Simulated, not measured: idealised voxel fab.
Process module in this document: voxel gate over fins
In the cross-section labelled cut, the width is 240 nm and each square cell is 5 nm.
Throughout this document, each cross-section is represented as a grid of square cells and is presented as a sequence of bands enumerated from the top downward, where a band comprises one or more rows of cells.
Top height, bottom height, nm. Materials left to right, width each, nm. Single material + "throughout" = fills band edge to edge. "empty" = empty.
Zero point of the height axis is 0; under it, received wafer = one material. Lowest band: continues down indefinitely, "0 and below".
When a width is written as two numbers, as in "30->40", the first number is the width in the top row of cells of the band and the second is the width in its bottom row, and the width changes by the same amount from each row to the next.
"no alteration" means the step left every cell of the cross-section as it was.
"Enclosed internal cavities" contains a list of empty spaces, each no smaller than 8 cells and without an open way to the top, written in the form width x height at distance with the distance from the left edge and all three in nm.
Text after the settings on a step's line: the simulator's own remark on that step.
Each step line may optionally specify "overlay nm", which for a step with a mask gives the rightward distance between the mask's planned place and where it lay, a negative value indicating the leftward direction.
**These are the steps we planned for the process**
- 1: op RECEIVE | material Si
- 2: op CONFORMAL_DEP | material SiN | thk nm 10
- 3: op DIRECTIONAL_DEP | material aC | thk nm 15
- 4: op PATTERN | tone cover | mask id FINS | material resist | width nm 15 | pitch nm 35 | thk nm 30 | overlay nm 0
- 5: op DIRECTIONAL_ETCH | etch materials aC | depth nm 15
- 6: op STRIP | etch materials resist
- 7: op DIRECTIONAL_ETCH | etch materials SiN | depth nm 10
- 8: op DIRECTIONAL_ETCH | etch materials Si | depth nm 35
- 9: op STRIP | etch materials aC
- 10: op OXIDIZE | depth nm 5
- 11: op FILL_DEP | material SiO2 | thk nm 5
- 12: op CMP | height nm 10
- 13: op SELECTIVE_ETCH | etch materials SiO2 | depth nm 25
- 14: op STRIP | etch materials SiN
- 15: op CONFORMAL_DEP | material HfO2 | thk nm 5
- 16: op CONFORMAL_DEP | material TiN | thk nm 5
- 17: op FILL_DEP | material W | thk nm 10
- 18: op CMP | height nm 15
- 19: op CONFORMAL_DEP | material SiN | thk nm 5
**First wafer of two (run as planned)**
**Wafer as received: cross-section following step 1**
- 0 and below  Si throughout
- Enclosed internal cavities: none
**The wafer, seen in cross-section, after step 2**
- 10 down to 0  SiN throughout
- Lower than 0, everything is as it was.
**The wafer, seen in cross-section, after step 3**
- 25 down to 10  aC throughout
- Lower than 10, everything is as it was.
**The wafer, seen in cross-section, after step 4**
- 55 down to 25  empty 75 nm | resist 15 nm | empty 20 nm | resist 15 nm | empty 20 nm | resist 15 nm | empty 80 nm
- Lower than 25, everything is as it was.
**The wafer, seen in cross-section, after step 5**
- 40 down to 25  empty 75 nm | resist 15 nm | empty 20 nm | resist 15 nm | empty 20 nm | resist 15 nm | empty 80 nm
- 25 down to 10  empty 75 nm | aC 15 nm | empty 20 nm | aC 15 nm | empty 20 nm | aC 15 nm | empty 80 nm
- Lower than 10, everything is as it was.
**The wafer, seen in cross-section, after step 6**
- 25 down to 10  empty 75 nm | aC 15 nm | empty 20 nm | aC 15 nm | empty 20 nm | aC 15 nm | empty 80 nm
- Lower than 10, everything is as it was.
**The wafer, seen in cross-section, after step 7**
- 25 down to 10  empty 75 nm | aC 15 nm | empty 20 nm | aC 15 nm | empty 20 nm | aC 15 nm | empty 80 nm
- 10 down to 0  empty 75 nm | SiN 15 nm | empty 20 nm | SiN 15 nm | empty 20 nm | SiN 15 nm | empty 80 nm
- Lower than 0, everything is as it was.
**The wafer, seen in cross-section, after step 8**
- 25 down to 10  empty 75 nm | aC 15 nm | empty 20 nm | aC 15 nm | empty 20 nm | aC 15 nm | empty 80 nm
- 10 down to 0  empty 75 nm | SiN 15 nm | empty 20 nm | SiN 15 nm | empty 20 nm | SiN 15 nm | empty 80 nm
- 0 down to -35  empty 75 nm | Si 15 nm | empty 20 nm | Si 15 nm | empty 20 nm | Si 15 nm | empty 80 nm
- Lower than -35, everything is as it was.
**The wafer, seen in cross-section, after step 9**
- 10 down to 0  empty 75 nm | SiN 15 nm | empty 20 nm | SiN 15 nm | empty 20 nm | SiN 15 nm | empty 80 nm
- Lower than 0, everything is as it was.
**The wafer, seen in cross-section, after step 10**
- 10 down to 0  empty 75 nm | SiN 15 nm | empty 20 nm | SiN 15 nm | empty 20 nm | SiN 15 nm | empty 80 nm
- 0 down to -35  empty 75 nm | SiO2 5 nm | Si 5 nm | SiO2 5 nm | empty 20 nm | SiO2 5 nm | Si 5 nm | SiO2 5 nm | empty 20 nm | SiO2 5 nm | Si 5 nm | SiO2 5 nm | empty 80 nm
- -35 down to -40  SiO2 80 nm | Si 5 nm | SiO2 30 nm | Si 5 nm | SiO2 30 nm | Si 5 nm | SiO2 85 nm
- Lower than -40, everything is as it was.
**The wafer, seen in cross-section, after step 11**
- 15 down to 10  SiO2 throughout
- 10 down to 0  SiO2 75 nm | SiN 15 nm | SiO2 20 nm | SiN 15 nm | SiO2 20 nm | SiN 15 nm | SiO2 80 nm
- 0 down to -40  SiO2 80 nm | Si 5 nm | SiO2 30 nm | Si 5 nm | SiO2 30 nm | Si 5 nm | SiO2 85 nm
- Lower than -40, everything is as it was.
**The wafer, seen in cross-section, after step 12**
- 10 down to 0  SiO2 75 nm | SiN 15 nm | SiO2 20 nm | SiN 15 nm | SiO2 20 nm | SiN 15 nm | SiO2 80 nm
- Lower than 0, everything is as it was.
**The wafer, seen in cross-section, after step 13**
- 10 down to 0  empty 75 nm | SiN 15 nm | empty 20 nm | SiN 15 nm | empty 20 nm | SiN 15 nm | empty 80 nm
- 0 down to -15  empty 80 nm | Si 5 nm | empty 30 nm | Si 5 nm | empty 30 nm | Si 5 nm | empty 85 nm
- Lower than -15, everything is as it was.
**The wafer, seen in cross-section, after step 14**
- 0 down to -15  empty 80 nm | Si 5 nm | empty 30 nm | Si 5 nm | empty 30 nm | Si 5 nm | empty 85 nm
- Lower than -15, everything is as it was.
**The wafer, seen in cross-section, after step 15**
- 5 down to 0  empty 75 nm | HfO2 15 nm | empty 20 nm | HfO2 15 nm | empty 20 nm | HfO2 15 nm | empty 80 nm
- 0 down to -10  empty 75 nm | HfO2 5 nm | Si 5 nm | HfO2 5 nm | empty 20 nm | HfO2 5 nm | Si 5 nm | HfO2 5 nm | empty 20 nm | HfO2 5 nm | Si 5 nm | HfO2 5 nm | empty 80 nm
- -10 down to -15  HfO2 80 nm | Si 5 nm | HfO2 30 nm | Si 5 nm | HfO2 30 nm | Si 5 nm | HfO2 85 nm
- Lower than -15, everything is as it was.
**The wafer, seen in cross-section, after step 16**
- 10 down to 5  empty 70 nm | TiN 25 nm | empty 10 nm | TiN 25 nm | empty 10 nm | TiN 25 nm | empty 75 nm
- 5 down to 0  empty 70 nm | TiN 5 nm | HfO2 15 nm | TiN 5 nm | empty 10 nm | TiN 5 nm | HfO2 15 nm | TiN 5 nm | empty 10 nm | TiN 5 nm | HfO2 15 nm | TiN 5 nm | empty 75 nm
- 0 down to -5  empty 70 nm | TiN 5 nm | HfO2 5 nm | Si 5 nm | HfO2 5 nm | TiN 5 nm | empty 10 nm | TiN 5 nm | HfO2 5 nm | Si 5 nm | HfO2 5 nm | TiN 5 nm | empty 10 nm | TiN 5 nm | HfO2 5 nm | Si 5 nm | HfO2 5 nm | TiN 5 nm | empty 75 nm
- -5 down to -10  TiN 75 nm | HfO2 5 nm | Si 5 nm | HfO2 5 nm | TiN 20 nm | HfO2 5 nm | Si 5 nm | HfO2 5 nm | TiN 20 nm | HfO2 5 nm | Si 5 nm | HfO2 5 nm | TiN 80 nm
- Lower than -10, everything is as it was.
**The wafer, seen in cross-section, after step 17**
- 20 down to 10  W throughout
- 10 down to 5  W 70 nm | TiN 25 nm | W 10 nm | TiN 25 nm | W 10 nm | TiN 25 nm | W 75 nm
- 5 down to 0  W 70 nm | TiN 5 nm | HfO2 15 nm | TiN 5 nm | W 10 nm | TiN 5 nm | HfO2 15 nm | TiN 5 nm | W 10 nm | TiN 5 nm | HfO2 15 nm | TiN 5 nm | W 75 nm
- 0 down to -5  W 70 nm | TiN 5 nm | HfO2 5 nm | Si 5 nm | HfO2 5 nm | TiN 5 nm | W 10 nm | TiN 5 nm | HfO2 5 nm | Si 5 nm | HfO2 5 nm | TiN 5 nm | W 10 nm | TiN 5 nm | HfO2 5 nm | Si 5 nm | HfO2 5 nm | TiN 5 nm | W 75 nm
- Lower than -5, everything is as it was.
**The wafer, seen in cross-section, after step 18**
- 15 down to 10  W throughout
- Lower than 10, everything is as it was.
**The wafer, seen in cross-section, after step 19**
- 20 down to 15  SiN throughout
- Lower than 15, everything is as it was.
**Second wafer. Start and plan as for the first. One mistake made in running. Agrees with the first up to and including step 14**
**Cross-sectional view of the second wafer at the intended end time of process step 15**
- 5 down to 0  empty 75 nm | TiN 15 nm | empty 20 nm | TiN 15 nm | empty 20 nm | TiN 15 nm | empty 80 nm
- 0 down to -10  empty 75 nm | TiN 5 nm | Si 5 nm | TiN 5 nm | empty 20 nm | TiN 5 nm | Si 5 nm | TiN 5 nm | empty 20 nm | TiN 5 nm | Si 5 nm | TiN 5 nm | empty 80 nm
- -10 down to -15  TiN 80 nm | Si 5 nm | TiN 30 nm | Si 5 nm | TiN 30 nm | Si 5 nm | TiN 85 nm
- Lower than -15, everything is as it was.
**Cross-sectional view of the second wafer at the intended end time of process step 16**
- 10 down to 5  empty 70 nm | HfO2 25 nm | empty 10 nm | HfO2 25 nm | empty 10 nm | HfO2 25 nm | empty 75 nm
- 5 down to 0  empty 70 nm | HfO2 5 nm | TiN 15 nm | HfO2 5 nm | empty 10 nm | HfO2 5 nm | TiN 15 nm | HfO2 5 nm | empty 10 nm | HfO2 5 nm | TiN 15 nm | HfO2 5 nm | empty 75 nm
- 0 down to -5  empty 70 nm | HfO2 5 nm | TiN 5 nm | Si 5 nm | TiN 5 nm | HfO2 5 nm | empty 10 nm | HfO2 5 nm | TiN 5 nm | Si 5 nm | TiN 5 nm | HfO2 5 nm | empty 10 nm | HfO2 5 nm | TiN 5 nm | Si 5 nm | TiN 5 nm | HfO2 5 nm | empty 75 nm
- -5 down to -10  HfO2 75 nm | TiN 5 nm | Si 5 nm | TiN 5 nm | HfO2 20 nm | TiN 5 nm | Si 5 nm | TiN 5 nm | HfO2 20 nm | TiN 5 nm | Si 5 nm | TiN 5 nm | HfO2 80 nm
- Lower than -10, everything is as it was.
**Cross-sectional view of the second wafer at the intended end time of process step 17**
- 20 down to 10  W throughout
- 10 down to 5  W 70 nm | HfO2 25 nm | W 10 nm | HfO2 25 nm | W 10 nm | HfO2 25 nm | W 75 nm
- 5 down to 0  W 70 nm | HfO2 5 nm | TiN 15 nm | HfO2 5 nm | W 10 nm | HfO2 5 nm | TiN 15 nm | HfO2 5 nm | W 10 nm | HfO2 5 nm | TiN 15 nm | HfO2 5 nm | W 75 nm
- 0 down to -5  W 70 nm | HfO2 5 nm | TiN 5 nm | Si 5 nm | TiN 5 nm | HfO2 5 nm | W 10 nm | HfO2 5 nm | TiN 5 nm | Si 5 nm | TiN 5 nm | HfO2 5 nm | W 10 nm | HfO2 5 nm | TiN 5 nm | Si 5 nm | TiN 5 nm | HfO2 5 nm | W 75 nm
- Lower than -5, everything is as it was.
**Cross-sectional view of the second wafer at the intended end time of process step 18**
- 15 down to 10  W throughout
- Lower than 10, everything is as it was.
**Cross-sectional view of the second wafer at the intended end time of process step 19**
- 20 down to 15  SiN throughout
- Lower than 15, everything is as it was.
Error vs. plan: it was found that steps 15 and 16 of the process plan had been performed in exchanged positions
If you tally the cells, the second wafer ends up with the same amount of every material as the first; it's all just sitting in different places.
